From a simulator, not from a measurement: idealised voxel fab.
The process module presented herein is designated voxel spacer lines.
The cross-section on display is named cut; it measures 290 nm wide, and its cells are 5 nm squares.
If you're reading a cross-section in this doc, picture square cells in a grid; it comes to you as bands, top ones listed first down to the bottom, and a band can be one or more rows of cells.
Band: top height; bottom height; in nm. Then, left to right: material with width in nm, for each material. "full width": a single material spanning edge to edge. "air": empty space.
All heights in this document are referenced to 0, defined as the level beneath which the wafer, as received, consists entirely of one material. The lowest band is not bounded below; it extends indefinitely downward and is written in the form "0 nm and below".
A width such as "30->40" changes by the same amount from each row of cells to the next, from the band's top row to its bottom row.
The cross-section has no changed cell in any step marked "all unchanged".
"Closed cavities": sealed empty spaces, 8 cells or more, no open way to top, listed width x height at distance, with distance from the left edge and width, height and distance in nm.
What comes after the settings on a step's line is commentary from the simulator itself on that step.
overlay nm: step with mask; distance mask lay right of planned place; negative value = left of planned place.
List of planned process steps
| 1 | RECEIVE (material Si) |
| 2 | CONFORMAL_DEP (material Al2O3; thk nm 10) |
| 3 | DIRECTIONAL_DEP (material W; thk nm 10) |
| 4 | DIRECTIONAL_DEP (material polySi; thk nm 30) |
| 5 | PATTERN (tone cover; mask id MANDREL; material resist; width nm 20; pitch nm 60; thk nm 40; overlay nm 0) |
| 6 | DIRECTIONAL_ETCH (etch materials polySi; depth nm 30) |
| 7 | STRIP (etch materials resist) |
| 8 | CONFORMAL_DEP (material SiN; thk nm 10) |
| 9 | DIRECTIONAL_ETCH (etch materials SiN; depth nm 10) |
| 10 | STRIP (etch materials polySi) |
| 11 | DIRECTIONAL_ETCH (etch materials W; depth nm 10) |
| 12 | STRIP (etch materials SiN) |
Shown in cross-section is the wafer as received, that is, as it stands after step 1
* 0 nm and below: Si full width
* Closed cavities: none
Cross-sectional view of the first of the two wafers upon completion of the module, processed in accordance with the plan
* 20 nm to 10 nm: air=95 / W=10 / air=20 / W=10 / air=20 / W=10 / air=20 / W=10 / air=95
* 10 nm to 0 nm: Al2O3 full width
* 0 nm and below: Si full width
* Closed cavities: none
Second wafer through the module, sectioned at the end: same beginning and same plan as the first wafer, with one mistake in carrying it out
* 20 nm to 10 nm: air=90 / W=10 / air=30 / W=10 / air=10 / W=10 / air=30 / W=10 / air=90
* 10 nm to 0 nm: Al2O3 full width
* 0 nm and below: Si full width
* Closed cavities: none
Finding, execution versus plan: contrary to plan, step 5 was performed as PATTERN (tone cover; mask id MANDREL; material resist; width nm 30; pitch nm 60; thk nm 40; overlay nm 0)
At the close, every material occupies the same number of cells on the second wafer as on the first, only in different positions.
